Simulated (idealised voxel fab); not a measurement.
The name of this process module is voxel wiring stack.
The cross-section on display is named cut; it measures 205 nm wide, and its cells are 5 nm squares.
The cross-sections in this document take the form of a grid made of square cells. They are written out as bands, in order from top to bottom. Each band consists of one or more rows of cells.
For a band, the entry starts with two heights in nm, that of the top and then that of the bottom, and carries on with the band's materials in order from left to right, each alongside its width in nm; the word "everywhere" beside a single material means it fills the band edge to edge, and "empty" means empty space.
Where do heights start? At 0: under that level the wafer as delivered is made of one material only. And the lowest band has no floor; it just carries on downward, as in "0 down".
When a width is written as two numbers, as in "30..40", the first number is the width in the top row of cells of the band and the second is the width in its bottom row, and the width changes by the same amount from each row to the next.
When a step is marked "remains unaltered", none of the cells in the cross-section changed during that step.
Completely sealed voids: empty space of 8 cells or more with no open way to the top, each as width x height at its distance from the left edge, in nm
Step line, after settings: the simulator's comment on this step.
overlay nm: mask right of planned place by this much (step with mask). Neg. = left.
Steps in the process plan
step 1: RECEIVE (material Si)
step 2: CONFORMAL_DEP (material SiO2; thk nm 15)
step 3: DIRECTIONAL_DEP (material TiN; thk nm 5)
step 4: DIRECTIONAL_DEP (material W; thk nm 25)
step 5: DIRECTIONAL_DEP (material aC; thk nm 15)
step 6: PATTERN (tone cover; mask id METAL_1; material resist; width nm 20; pitch nm 40; thk nm 30; overlay nm 0)
step 7: DIRECTIONAL_ETCH (etch materials aC; depth nm 15)
step 8: STRIP (etch materials resist)
step 9: DIRECTIONAL_ETCH (etch materials W; depth nm 25)
step 10: DIRECTIONAL_ETCH (etch materials TiN; depth nm 5)
step 11: STRIP (etch materials aC)
step 12: CONFORMAL_DEP (material SiCN; thk nm 5)
step 13: FILL_DEP (material SiO2; thk nm 5)
step 14: CMP (height nm 45)
step 15: CONFORMAL_DEP (material SiCN; thk nm 5)
step 16: DIRECTIONAL_DEP (material lowk; thk nm 30)
step 17: MASKED_ETCH (tone open; mask id METAL_2_HOLES; width nm 15; pitch nm 80; etch materials lowk; depth nm 30; overlay nm 0)
step 18: PATTERN (tone open; mask id METAL_2; material resist; width nm 20; pitch nm 40; thk nm 20; overlay nm 0)
step 19: DIRECTIONAL_ETCH (etch materials lowk; depth nm 15)
step 20: DIRECTIONAL_ETCH (etch materials SiCN; depth nm 5)
step 21: STRIP (etch materials resist)
step 22: CONFORMAL_DEP (material TiN; thk nm 5)
step 23: FILL_DEP (material Cu; thk nm 5)
step 24: CMP (height nm 80)
step 25: CONFORMAL_DEP (material SiCN; thk nm 5)
step 26: DIRECTIONAL_DEP (material SiO2; thk nm 30)
step 27: MASKED_ETCH (tone open; mask id METAL_3; width nm 20; pitch nm 40; etch materials SiO2; depth nm 15; overlay nm 0)
step 28: MASKED_ETCH (tone open; mask id METAL_3_HOLES; width nm 15; pitch nm 80; etch materials SiO2; depth nm 15; overlay nm 0)
step 29: MASKED_ETCH (tone open; mask id METAL_3_HOLES; width nm 15; pitch nm 80; etch materials SiCN; depth nm 5; overlay nm 0)
step 30: CONFORMAL_DEP (material TiN; thk nm 5)
step 31: FILL_DEP (material Ru; thk nm 5)
step 32: CMP (height nm 115)
step 33: CONFORMAL_DEP (material SiCN; thk nm 5)
step 34: DIRECTIONAL_DEP (material SiO2; thk nm 25)
step 35: MASKED_ETCH (tone open; mask id METAL_4; width nm 20; pitch nm 40; etch materials SiO2; depth nm 15; overlay nm 0)
step 36: PATTERN (tone open; mask id METAL_4_HOLES; material resist; width nm 15; pitch nm 80; thk nm 20; overlay nm 0)
step 37: DIRECTIONAL_ETCH (etch materials SiO2; depth nm 10)
step 38: DIRECTIONAL_ETCH (etch materials SiCN; depth nm 5)
step 39: STRIP (etch materials resist)
step 40: CONFORMAL_DEP (material TiN; thk nm 5)
step 41: FILL_DEP (material Ru; thk nm 10)
step 42: CMP (height nm 145)
step 43: CONFORMAL_DEP (material SiN; thk nm 5)
Wafer, first of two, run as planned
Cross-section, incoming material, after step 1
0 down  Si everywhere
Completely sealed voids: none
Step 2 done - wafer cross-section
15 to 0  SiO2 everywhere
Nothing below the height 0 has changed.
Step 3 done - wafer cross-section
20 to 15  TiN everywhere
Nothing below the height 15 has changed.
Step 4 done - wafer cross-section
45 to 20  W everywhere
Nothing below the height 20 has changed.
Step 5 done - wafer cross-section
60 to 45  aC everywhere
Nothing below the height 45 has changed.
Step 6 done - wafer cross-section
90 to 60  30 empty, 20 resist, 20 empty, 20 resist, 20 empty, 20 resist, 20 empty, 20 resist, 35 empty
Nothing below the height 60 has changed.
Step 7 done - wafer cross-section
75 to 60  30 empty, 20 resist, 20 empty, 20 resist, 20 empty, 20 resist, 20 empty, 20 resist, 35 empty
60 to 45  30 empty, 20 aC, 20 empty, 20 aC, 20 empty, 20 aC, 20 empty, 20 aC, 35 empty
Nothing below the height 45 has changed.
Step 8 done - wafer cross-section
60 to 45  30 empty, 20 aC, 20 empty, 20 aC, 20 empty, 20 aC, 20 empty, 20 aC, 35 empty
Nothing below the height 45 has changed.
Step 9 done - wafer cross-section
60 to 45  30 empty, 20 aC, 20 empty, 20 aC, 20 empty, 20 aC, 20 empty, 20 aC, 35 empty
45 to 20  30 empty, 20 W, 20 empty, 20 W, 20 empty, 20 W, 20 empty, 20 W, 35 empty
Nothing below the height 20 has changed.
Step 10 done - wafer cross-section
60 to 45  30 empty, 20 aC, 20 empty, 20 aC, 20 empty, 20 aC, 20 empty, 20 aC, 35 empty
45 to 20  30 empty, 20 W, 20 empty, 20 W, 20 empty, 20 W, 20 empty, 20 W, 35 empty
20 to 15  30 empty, 20 TiN, 20 empty, 20 TiN, 20 empty, 20 TiN, 20 empty, 20 TiN, 35 empty
Nothing below the height 15 has changed.
Step 11 done - wafer cross-section
45 to 20  30 empty, 20 W, 20 empty, 20 W, 20 empty, 20 W, 20 empty, 20 W, 35 empty
Nothing below the height 20 has changed.
Step 12 done - wafer cross-section
50 to 45  25 empty, 30 SiCN, 10 empty, 30 SiCN, 10 empty, 30 SiCN, 10 empty, 30 SiCN, 30 empty
45 to 20  25 empty, 5 SiCN, 20 W, 5 SiCN, 10 empty, 5 SiCN, 20 W, 5 SiCN, 10 empty, 5 SiCN, 20 W, 5 SiCN, 10 empty, 5 SiCN, 20 W, 5 SiCN, 30 empty
20 to 15  30 SiCN, 20 TiN, 20 SiCN, 20 TiN, 20 SiCN, 20 TiN, 20 SiCN, 20 TiN, 35 SiCN
Nothing below the height 15 has changed.
Step 13 done - wafer cross-section
55 to 50  SiO2 everywhere
50 to 45  25 SiO2, 30 SiCN, 10 SiO2, 30 SiCN, 10 SiO2, 30 SiCN, 10 SiO2, 30 SiCN, 30 SiO2
45 to 20  25 SiO2, 5 SiCN, 20 W, 5 SiCN, 10 SiO2, 5 SiCN, 20 W, 5 SiCN, 10 SiO2, 5 SiCN, 20 W, 5 SiCN, 10 SiO2, 5 SiCN, 20 W, 5 SiCN, 30 SiO2
Nothing below the height 20 has changed.
Step 14 done - wafer cross-section
45 to 20  25 SiO2, 5 SiCN, 20 W, 5 SiCN, 10 SiO2, 5 SiCN, 20 W, 5 SiCN, 10 SiO2, 5 SiCN, 20 W, 5 SiCN, 10 SiO2, 5 SiCN, 20 W, 5 SiCN, 30 SiO2
Nothing below the height 20 has changed.
Step 15 done - wafer cross-section
50 to 45  SiCN everywhere
Nothing below the height 45 has changed.
Step 16 done - wafer cross-section
80 to 50  lowk everywhere
Nothing below the height 50 has changed.
Step 17 done - wafer cross-section
80 to 50  30 lowk, 15 empty, 65 lowk, 15 empty, 80 lowk
Nothing below the height 50 has changed.
Step 18 done - wafer cross-section
100 to 80  30 resist, 20 empty, 20 resist, 20 empty, 20 resist, 20 empty, 20 resist, 20 empty, 35 resist
Nothing below the height 80 has changed.
Step 19 done - wafer cross-section
100 to 80  30 resist, 20 empty, 20 resist, 20 empty, 20 resist, 20 empty, 20 resist, 20 empty, 35 resist
80 to 65  30 lowk, 20 empty, 20 lowk, 20 empty, 20 lowk, 20 empty, 20 lowk, 20 empty, 35 lowk
Nothing below the height 65 has changed.
Step 20 done - wafer cross-section
100 to 80  30 resist, 20 empty, 20 resist, 20 empty, 20 resist, 20 empty, 20 resist, 20 empty, 35 resist
80 to 65  30 lowk, 20 empty, 20 lowk, 20 empty, 20 lowk, 20 empty, 20 lowk, 20 empty, 35 lowk
65 to 50  30 lowk, 15 empty, 65 lowk, 15 empty, 80 lowk
50 to 45  30 SiCN, 15 empty, 65 SiCN, 15 empty, 80 SiCN
Nothing below the height 45 has changed.
Step 21 done - wafer cross-section
80 to 65  30 lowk, 20 empty, 20 lowk, 20 empty, 20 lowk, 20 empty, 20 lowk, 20 empty, 35 lowk
Nothing below the height 65 has changed.
Step 22 done - wafer cross-section
85 to 80  35 TiN, 10 empty, 30 TiN, 10 empty, 30 TiN, 10 empty, 30 TiN, 10 empty, 40 TiN
80 to 70  30 lowk, 5 TiN, 10 empty, 5 TiN, 20 lowk, 5 TiN, 10 empty, 5 TiN, 20 lowk, 5 TiN, 10 empty, 5 TiN, 20 lowk, 5 TiN, 10 empty, 5 TiN, 35 lowk
70 to 65  30 lowk, 5 TiN, 5 empty, 10 TiN, 20 lowk, 20 TiN, 20 lowk, 5 TiN, 5 empty, 10 TiN, 20 lowk, 20 TiN, 35 lowk
65 to 50  30 lowk, 5 TiN, 5 empty, 5 TiN, 65 lowk, 5 TiN, 5 empty, 5 TiN, 80 lowk
50 to 45  30 SiCN, 15 TiN, 65 SiCN, 15 TiN, 80 SiCN
Nothing below the height 45 has changed.
Step 23 done - wafer cross-section
90 to 85  Cu everywhere
85 to 80  35 TiN, 10 Cu, 30 TiN, 10 Cu, 30 TiN, 10 Cu, 30 TiN, 10 Cu, 40 TiN
80 to 70  30 lowk, 5 TiN, 10 Cu, 5 TiN, 20 lowk, 5 TiN, 10 Cu, 5 TiN, 20 lowk, 5 TiN, 10 Cu, 5 TiN, 20 lowk, 5 TiN, 10 Cu, 5 TiN, 35 lowk
70 to 65  30 lowk, 5 TiN, 5 Cu, 10 TiN, 20 lowk, 20 TiN, 20 lowk, 5 TiN, 5 Cu, 10 TiN, 20 lowk, 20 TiN, 35 lowk
65 to 50  30 lowk, 5 TiN, 5 Cu, 5 TiN, 65 lowk, 5 TiN, 5 Cu, 5 TiN, 80 lowk
Nothing below the height 50 has changed.
Step 24 done - wafer cross-section
80 to 70  30 lowk, 5 TiN, 10 Cu, 5 TiN, 20 lowk, 5 TiN, 10 Cu, 5 TiN, 20 lowk, 5 TiN, 10 Cu, 5 TiN, 20 lowk, 5 TiN, 10 Cu, 5 TiN, 35 lowk
Nothing below the height 70 has changed.
Step 25 done - wafer cross-section
85 to 80  SiCN everywhere
Nothing below the height 80 has changed.
Step 26 done - wafer cross-section
115 to 85  SiO2 everywhere
Nothing below the height 85 has changed.
Step 27 done - wafer cross-section
115 to 100  30 SiO2, 20 empty, 20 SiO2, 20 empty, 20 SiO2, 20 empty, 20 SiO2, 20 empty, 35 SiO2
Nothing below the height 100 has changed.
Step 28 done - wafer cross-section
115 to 100  30 SiO2, 20 empty, 20 SiO2, 20 empty, 20 SiO2, 20 empty, 20 SiO2, 20 empty, 35 SiO2
100 to 85  30 SiO2, 15 empty, 65 SiO2, 15 empty, 80 SiO2
Nothing below the height 85 has changed.
Step 29 done - wafer cross-section
115 to 100  30 SiO2, 20 empty, 20 SiO2, 20 empty, 20 SiO2, 20 empty, 20 SiO2, 20 empty, 35 SiO2
100 to 85  30 SiO2, 15 empty, 65 SiO2, 15 empty, 80 SiO2
85 to 80  30 SiCN, 15 empty, 65 SiCN, 15 empty, 80 SiCN
Nothing below the height 80 has changed.
Step 30 done - wafer cross-section
120 to 115  35 TiN, 10 empty, 30 TiN, 10 empty, 30 TiN, 10 empty, 30 TiN, 10 empty, 40 TiN
115 to 105  30 SiO2, 5 TiN, 10 empty, 5 TiN, 20 SiO2, 5 TiN, 10 empty, 5 TiN, 20 SiO2, 5 TiN, 10 empty, 5 TiN, 20 SiO2, 5 TiN, 10 empty, 5 TiN, 35 SiO2
105 to 100  30 SiO2, 5 TiN, 5 empty, 10 TiN, 20 SiO2, 20 TiN, 20 SiO2, 5 TiN, 5 empty, 10 TiN, 20 SiO2, 20 TiN, 35 SiO2
100 to 85  30 SiO2, 5 TiN, 5 empty, 5 TiN, 65 SiO2, 5 TiN, 5 empty, 5 TiN, 80 SiO2
85 to 80  30 SiCN, 15 TiN, 65 SiCN, 15 TiN, 80 SiCN
Nothing below the height 80 has changed.
Step 31 done - wafer cross-section
125 to 120  Ru everywhere
120 to 115  35 TiN, 10 Ru, 30 TiN, 10 Ru, 30 TiN, 10 Ru, 30 TiN, 10 Ru, 40 TiN
115 to 105  30 SiO2, 5 TiN, 10 Ru, 5 TiN, 20 SiO2, 5 TiN, 10 Ru, 5 TiN, 20 SiO2, 5 TiN, 10 Ru, 5 TiN, 20 SiO2, 5 TiN, 10 Ru, 5 TiN, 35 SiO2
105 to 100  30 SiO2, 5 TiN, 5 Ru, 10 TiN, 20 SiO2, 20 TiN, 20 SiO2, 5 TiN, 5 Ru, 10 TiN, 20 SiO2, 20 TiN, 35 SiO2
100 to 85  30 SiO2, 5 TiN, 5 Ru, 5 TiN, 65 SiO2, 5 TiN, 5 Ru, 5 TiN, 80 SiO2
Nothing below the height 85 has changed.
Step 32 done - wafer cross-section
115 to 105  30 SiO2, 5 TiN, 10 Ru, 5 TiN, 20 SiO2, 5 TiN, 10 Ru, 5 TiN, 20 SiO2, 5 TiN, 10 Ru, 5 TiN, 20 SiO2, 5 TiN, 10 Ru, 5 TiN, 35 SiO2
Nothing below the height 105 has changed.
Step 33 done - wafer cross-section
120 to 115  SiCN everywhere
Nothing below the height 115 has changed.
Step 34 done - wafer cross-section
145 to 120  SiO2 everywhere
Nothing below the height 120 has changed.
Step 35 done - wafer cross-section
145 to 130  30 SiO2, 20 empty, 20 SiO2, 20 empty, 20 SiO2, 20 empty, 20 SiO2, 20 empty, 35 SiO2
Nothing below the height 130 has changed.
Step 36 done - wafer cross-section
165 to 145  30 resist, 15 empty, 65 resist, 15 empty, 80 resist
145 to 130  30 SiO2, 15 empty, 5 resist, 20 SiO2, 20 resist, 20 SiO2, 15 empty, 5 resist, 20 SiO2, 20 resist, 35 SiO2
Nothing below the height 130 has changed.
Step 37 done - wafer cross-section
165 to 145  30 resist, 15 empty, 65 resist, 15 empty, 80 resist
145 to 130  30 SiO2, 15 empty, 5 resist, 20 SiO2, 20 resist, 20 SiO2, 15 empty, 5 resist, 20 SiO2, 20 resist, 35 SiO2
130 to 120  30 SiO2, 15 empty, 65 SiO2, 15 empty, 80 SiO2
Nothing below the height 120 has changed.
Step 38 done - wafer cross-section
165 to 145  30 resist, 15 empty, 65 resist, 15 empty, 80 resist
145 to 130  30 SiO2, 15 empty, 5 resist, 20 SiO2, 20 resist, 20 SiO2, 15 empty, 5 resist, 20 SiO2, 20 resist, 35 SiO2
130 to 120  30 SiO2, 15 empty, 65 SiO2, 15 empty, 80 SiO2
120 to 115  30 SiCN, 15 empty, 65 SiCN, 15 empty, 80 SiCN
Nothing below the height 115 has changed.
Step 39 done - wafer cross-section
145 to 130  30 SiO2, 20 empty, 20 SiO2, 20 empty, 20 SiO2, 20 empty, 20 SiO2, 20 empty, 35 SiO2
Nothing below the height 130 has changed.
Step 40 done - wafer cross-section
150 to 145  35 TiN, 10 empty, 30 TiN, 10 empty, 30 TiN, 10 empty, 30 TiN, 10 empty, 40 TiN
145 to 135  30 SiO2, 5 TiN, 10 empty, 5 TiN, 20 SiO2, 5 TiN, 10 empty, 5 TiN, 20 SiO2, 5 TiN, 10 empty, 5 TiN, 20 SiO2, 5 TiN, 10 empty, 5 TiN, 35 SiO2
135 to 130  30 SiO2, 5 TiN, 5 empty, 10 TiN, 20 SiO2, 20 TiN, 20 SiO2, 5 TiN, 5 empty, 10 TiN, 20 SiO2, 20 TiN, 35 SiO2
130 to 120  30 SiO2, 5 TiN, 5 empty, 5 TiN, 65 SiO2, 5 TiN, 5 empty, 5 TiN, 80 SiO2
120 to 115  30 SiCN, 15 TiN, 65 SiCN, 15 TiN, 80 SiCN
Nothing below the height 115 has changed.
Step 41 done - wafer cross-section
160 to 150  Ru everywhere
150 to 145  35 TiN, 10 Ru, 30 TiN, 10 Ru, 30 TiN, 10 Ru, 30 TiN, 10 Ru, 40 TiN
145 to 135  30 SiO2, 5 TiN, 10 Ru, 5 TiN, 20 SiO2, 5 TiN, 10 Ru, 5 TiN, 20 SiO2, 5 TiN, 10 Ru, 5 TiN, 20 SiO2, 5 TiN, 10 Ru, 5 TiN, 35 SiO2
135 to 130  30 SiO2, 5 TiN, 5 Ru, 10 TiN, 20 SiO2, 20 TiN, 20 SiO2, 5 TiN, 5 Ru, 10 TiN, 20 SiO2, 20 TiN, 35 SiO2
130 to 120  30 SiO2, 5 TiN, 5 Ru, 5 TiN, 65 SiO2, 5 TiN, 5 Ru, 5 TiN, 80 SiO2
Nothing below the height 120 has changed.
Step 42 done - wafer cross-section
145 to 135  30 SiO2, 5 TiN, 10 Ru, 5 TiN, 20 SiO2, 5 TiN, 10 Ru, 5 TiN, 20 SiO2, 5 TiN, 10 Ru, 5 TiN, 20 SiO2, 5 TiN, 10 Ru, 5 TiN, 35 SiO2
Nothing below the height 135 has changed.
Step 43 done - wafer cross-section
150 to 145  SiN everywhere
Nothing below the height 145 has changed.
Second of two: same start, same plan, one run error; steps up to and including 25 match the first
What the second wafer looks like in cross-section when step 26 should have wrapped up
145 to 85  SiO2 everywhere
Nothing below the height 85 has changed.
What the second wafer looks like in cross-section when step 27 should have wrapped up
145 to 130  30 SiO2, 20 empty, 20 SiO2, 20 empty, 20 SiO2, 20 empty, 20 SiO2, 20 empty, 35 SiO2
Nothing below the height 130 has changed.
What the second wafer looks like in cross-section when step 28 should have wrapped up
145 to 130  30 SiO2, 20 empty, 20 SiO2, 20 empty, 20 SiO2, 20 empty, 20 SiO2, 20 empty, 35 SiO2
130 to 115  30 SiO2, 15 empty, 65 SiO2, 15 empty, 80 SiO2
Nothing below the height 115 has changed.
What the second wafer looks like in cross-section when step 29 should have wrapped up: remains unaltered
What the second wafer looks like in cross-section when step 30 should have wrapped up
150 to 145  35 TiN, 10 empty, 30 TiN, 10 empty, 30 TiN, 10 empty, 30 TiN, 10 empty, 40 TiN
145 to 135  30 SiO2, 5 TiN, 10 empty, 5 TiN, 20 SiO2, 5 TiN, 10 empty, 5 TiN, 20 SiO2, 5 TiN, 10 empty, 5 TiN, 20 SiO2, 5 TiN, 10 empty, 5 TiN, 35 SiO2
135 to 130  30 SiO2, 5 TiN, 5 empty, 10 TiN, 20 SiO2, 20 TiN, 20 SiO2, 5 TiN, 5 empty, 10 TiN, 20 SiO2, 20 TiN, 35 SiO2
130 to 120  30 SiO2, 5 TiN, 5 empty, 5 TiN, 65 SiO2, 5 TiN, 5 empty, 5 TiN, 80 SiO2
120 to 115  30 SiO2, 15 TiN, 65 SiO2, 15 TiN, 80 SiO2
Nothing below the height 115 has changed.
What the second wafer looks like in cross-section when step 31 should have wrapped up
155 to 150  Ru everywhere
150 to 145  35 TiN, 10 Ru, 30 TiN, 10 Ru, 30 TiN, 10 Ru, 30 TiN, 10 Ru, 40 TiN
145 to 135  30 SiO2, 5 TiN, 10 Ru, 5 TiN, 20 SiO2, 5 TiN, 10 Ru, 5 TiN, 20 SiO2, 5 TiN, 10 Ru, 5 TiN, 20 SiO2, 5 TiN, 10 Ru, 5 TiN, 35 SiO2
135 to 130  30 SiO2, 5 TiN, 5 Ru, 10 TiN, 20 SiO2, 20 TiN, 20 SiO2, 5 TiN, 5 Ru, 10 TiN, 20 SiO2, 20 TiN, 35 SiO2
130 to 120  30 SiO2, 5 TiN, 5 Ru, 5 TiN, 65 SiO2, 5 TiN, 5 Ru, 5 TiN, 80 SiO2
Nothing below the height 120 has changed.
What the second wafer looks like in cross-section when step 32 should have wrapped up
115 to 85  SiO2 everywhere
Nothing below the height 85 has changed.
What the second wafer looks like in cross-section when step 33 should have wrapped up
120 to 115  SiCN everywhere
Nothing below the height 115 has changed.
What the second wafer looks like in cross-section when step 34 should have wrapped up
145 to 120  SiO2 everywhere
Nothing below the height 120 has changed.
What the second wafer looks like in cross-section when step 35 should have wrapped up
145 to 130  30 SiO2, 20 empty, 20 SiO2, 20 empty, 20 SiO2, 20 empty, 20 SiO2, 20 empty, 35 SiO2
Nothing below the height 130 has changed.
What the second wafer looks like in cross-section when step 36 should have wrapped up
165 to 145  30 resist, 15 empty, 65 resist, 15 empty, 80 resist
145 to 130  30 SiO2, 15 empty, 5 resist, 20 SiO2, 20 resist, 20 SiO2, 15 empty, 5 resist, 20 SiO2, 20 resist, 35 SiO2
Nothing below the height 130 has changed.
What the second wafer looks like in cross-section when step 37 should have wrapped up
165 to 145  30 resist, 15 empty, 65 resist, 15 empty, 80 resist
145 to 130  30 SiO2, 15 empty, 5 resist, 20 SiO2, 20 resist, 20 SiO2, 15 empty, 5 resist, 20 SiO2, 20 resist, 35 SiO2
130 to 120  30 SiO2, 15 empty, 65 SiO2, 15 empty, 80 SiO2
Nothing below the height 120 has changed.
What the second wafer looks like in cross-section when step 38 should have wrapped up
165 to 145  30 resist, 15 empty, 65 resist, 15 empty, 80 resist
145 to 130  30 SiO2, 15 empty, 5 resist, 20 SiO2, 20 resist, 20 SiO2, 15 empty, 5 resist, 20 SiO2, 20 resist, 35 SiO2
130 to 120  30 SiO2, 15 empty, 65 SiO2, 15 empty, 80 SiO2
120 to 115  30 SiCN, 15 empty, 65 SiCN, 15 empty, 80 SiCN
Nothing below the height 115 has changed.
What the second wafer looks like in cross-section when step 39 should have wrapped up
145 to 130  30 SiO2, 20 empty, 20 SiO2, 20 empty, 20 SiO2, 20 empty, 20 SiO2, 20 empty, 35 SiO2
Nothing below the height 130 has changed.
What the second wafer looks like in cross-section when step 40 should have wrapped up
150 to 145  35 TiN, 10 empty, 30 TiN, 10 empty, 30 TiN, 10 empty, 30 TiN, 10 empty, 40 TiN
145 to 135  30 SiO2, 5 TiN, 10 empty, 5 TiN, 20 SiO2, 5 TiN, 10 empty, 5 TiN, 20 SiO2, 5 TiN, 10 empty, 5 TiN, 20 SiO2, 5 TiN, 10 empty, 5 TiN, 35 SiO2
135 to 130  30 SiO2, 5 TiN, 5 empty, 10 TiN, 20 SiO2, 20 TiN, 20 SiO2, 5 TiN, 5 empty, 10 TiN, 20 SiO2, 20 TiN, 35 SiO2
130 to 120  30 SiO2, 5 TiN, 5 empty, 5 TiN, 65 SiO2, 5 TiN, 5 empty, 5 TiN, 80 SiO2
120 to 115  30 SiCN, 15 TiN, 65 SiCN, 15 TiN, 80 SiCN
Nothing below the height 115 has changed.
What the second wafer looks like in cross-section when step 41 should have wrapped up
160 to 150  Ru everywhere
150 to 145  35 TiN, 10 Ru, 30 TiN, 10 Ru, 30 TiN, 10 Ru, 30 TiN, 10 Ru, 40 TiN
145 to 135  30 SiO2, 5 TiN, 10 Ru, 5 TiN, 20 SiO2, 5 TiN, 10 Ru, 5 TiN, 20 SiO2, 5 TiN, 10 Ru, 5 TiN, 20 SiO2, 5 TiN, 10 Ru, 5 TiN, 35 SiO2
135 to 130  30 SiO2, 5 TiN, 5 Ru, 10 TiN, 20 SiO2, 20 TiN, 20 SiO2, 5 TiN, 5 Ru, 10 TiN, 20 SiO2, 20 TiN, 35 SiO2
130 to 120  30 SiO2, 5 TiN, 5 Ru, 5 TiN, 65 SiO2, 5 TiN, 5 Ru, 5 TiN, 80 SiO2
Nothing below the height 120 has changed.
What the second wafer looks like in cross-section when step 42 should have wrapped up
145 to 135  30 SiO2, 5 TiN, 10 Ru, 5 TiN, 20 SiO2, 5 TiN, 10 Ru, 5 TiN, 20 SiO2, 5 TiN, 10 Ru, 5 TiN, 20 SiO2, 5 TiN, 10 Ru, 5 TiN, 35 SiO2
Nothing below the height 135 has changed.
What the second wafer looks like in cross-section when step 43 should have wrapped up
150 to 145  SiN everywhere
Nothing below the height 145 has changed.
Plan not followed: twice, step 26 of the plan was run
Wafer comparison, final, in cells, second relative to first, materials more or fewer: 24 fewer of Ru | 6 more of SiCN | 66 more of SiO2 | 48 fewer of TiN
